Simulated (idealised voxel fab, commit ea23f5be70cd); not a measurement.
process module | voxel wiring stack
cross-section cut | 260 nm wide | cells 5 nm
A cross-section is a grid of square cells, given in bands from the top down. A band is one or more rows of cells.
Each band's line starts with the height of the band's top and of its bottom, in nm. Then come its materials from left to right, each with its width in nm. One material with "throughout" fills the band from edge to edge. "air" is empty space.
Height 0 is the level under which the wafer as received is all one material. The lowest band goes on downwards, as in "0 down".
A width such as "30 to 40" changes by the same amount from each row of cells to the next, from the band's top row to its bottom row.
"no change" after a step means that no cell of the cross-section changed.
closed voids: empty space of 8 cells or more with no open way to the top, each as width x height at its distance from the left edge, in nm
after a step's settings: what the simulator itself notes on the step
overlay nm, on a step with a mask: how far to the right of its planned place the mask lay; to the left if negative
plan
1 op RECEIVE | material Si
2 op CONFORMAL_DEP | material SiO2 | thk nm 10
3 op CONFORMAL_DEP | material SiCN | thk nm 5
4 op DIRECTIONAL_DEP | material SiO2 | thk nm 15
5 op PATTERN | tone open | mask id METAL_1 | material resist | width nm 30 | pitch nm 55 | thk nm 20 | overlay nm 0
6 op DIRECTIONAL_ETCH | etch materials SiO2 | depth nm 15
7 op DIRECTIONAL_ETCH | etch materials SiCN | depth nm 5
8 op STRIP | etch materials resist
9 op CONFORMAL_DEP | material TiN | thk nm 5
10 op FILL_DEP | material Cu | thk nm 5
11 op CMP | height nm 30
12 op CONFORMAL_DEP | material SiCN | thk nm 5
13 op DIRECTIONAL_DEP | material SiO2 | thk nm 20
14 op MASKED_ETCH | tone open | mask id PLUG_1 | width nm 15 | pitch nm 55 | etch materials SiO2 | depth nm 20 | overlay nm 0
15 op MASKED_ETCH | tone open | mask id PLUG_1 | width nm 15 | pitch nm 55 | etch materials SiCN | depth nm 5 | overlay nm 0
16 op EPI | material Ru | thk nm 10
17 op EPI | material Ru | thk nm 10
18 op EPI | material Ru | thk nm 5
19 op CONFORMAL_DEP | material SiCN | thk nm 5
20 op DIRECTIONAL_DEP | material lowk | thk nm 20
21 op PATTERN | tone open | mask id METAL_2 | material resist | width nm 30 | pitch nm 55 | thk nm 20 | overlay nm 0
22 op DIRECTIONAL_ETCH | etch materials lowk | depth nm 20
23 op DIRECTIONAL_ETCH | etch materials SiCN | depth nm 5
24 op STRIP | etch materials resist
25 op CONFORMAL_DEP | material TiN | thk nm 5
26 op FILL_DEP | material Cu | thk nm 10
27 op CMP | height nm 80
28 op CONFORMAL_DEP | material SiCN | thk nm 5
29 op DIRECTIONAL_DEP | material lowk | thk nm 30
30 op MASKED_ETCH | tone open | mask id METAL_3_HOLES | width nm 15 | pitch nm 55 | etch materials lowk | depth nm 30 | overlay nm 0
31 op MASKED_ETCH | tone open | mask id METAL_3 | width nm 30 | pitch nm 55 | etch materials lowk | depth nm 20 | overlay nm 0
32 op MASKED_ETCH | tone open | mask id METAL_3 | width nm 30 | pitch nm 55 | etch materials SiCN | depth nm 5 | overlay nm 0
33 op CONFORMAL_DEP | material TiN | thk nm 5
34 op FILL_DEP | material Cu | thk nm 5
35 op CMP | height nm 115
36 op CONFORMAL_DEP | material SiCN | thk nm 5
37 op DIRECTIONAL_DEP | material lowk | thk nm 10
38 op DIRECTIONAL_DEP | material aC | thk nm 10
39 op PATTERN | tone open | mask id PLUG_3 | material resist | width nm 15 | thk nm 25 | overlay nm 0
40 op DIRECTIONAL_ETCH | etch materials aC | depth nm 10
41 op STRIP | etch materials resist
42 op DIRECTIONAL_ETCH | etch materials lowk | depth nm 10
43 op DIRECTIONAL_ETCH | etch materials SiCN | depth nm 5
44 op STRIP | etch materials aC
45 op CONFORMAL_DEP | material TiN | thk nm 5
46 op FILL_DEP | material W | thk nm 10
47 op CMP | height nm 130
48 op CONFORMAL_DEP | material SiN | thk nm 5
49 op DIRECTIONAL_DEP | material lowk | thk nm 25
50 op MASKED_ETCH | tone open | mask id METAL_4 | width nm 30 | pitch nm 55 | etch materials lowk | depth nm 25 | overlay nm 0
51 op MASKED_ETCH | tone open | mask id METAL_4 | width nm 30 | pitch nm 55 | etch materials SiN | depth nm 5 | overlay nm 0
52 op CONFORMAL_DEP | material TiN | thk nm 5
53 op FILL_DEP | material Cu | thk nm 5
54 op CMP | height nm 160
55 op EPI | material Ru | thk nm 5
56 op FILL_DEP | material SiCN | thk nm 5
varied across the wafers: thk nm of step 19. The plan shows the first wafer's value. All wafers start alike
first wafer as received, after step 1
  0 down: Si throughout
  closed voids: none
each wafer at the end: cells of each material gained (+) or lost (-) since it was received, then its closed voids
thk nm 5 | +126 Cu | +46 Ru | +309 SiCN | +40 SiN | +408 SiO2 | +127 TiN | +2 W | +710 lowk | closed voids: none
thk nm 10 | +118 Cu | +46 Ru | +361 SiCN | +40 SiN | +408 SiO2 | +123 TiN | +2 W | +670 lowk | closed voids: none
thk nm 15 | +110 Cu | +46 Ru | +413 SiCN | +40 SiN | +408 SiO2 | +119 TiN | +2 W | +630 lowk | closed voids: none
thk nm 20 | +102 Cu | +46 Ru | +465 SiCN | +40 SiN | +408 SiO2 | +115 TiN | +2 W | +590 lowk | closed voids: none
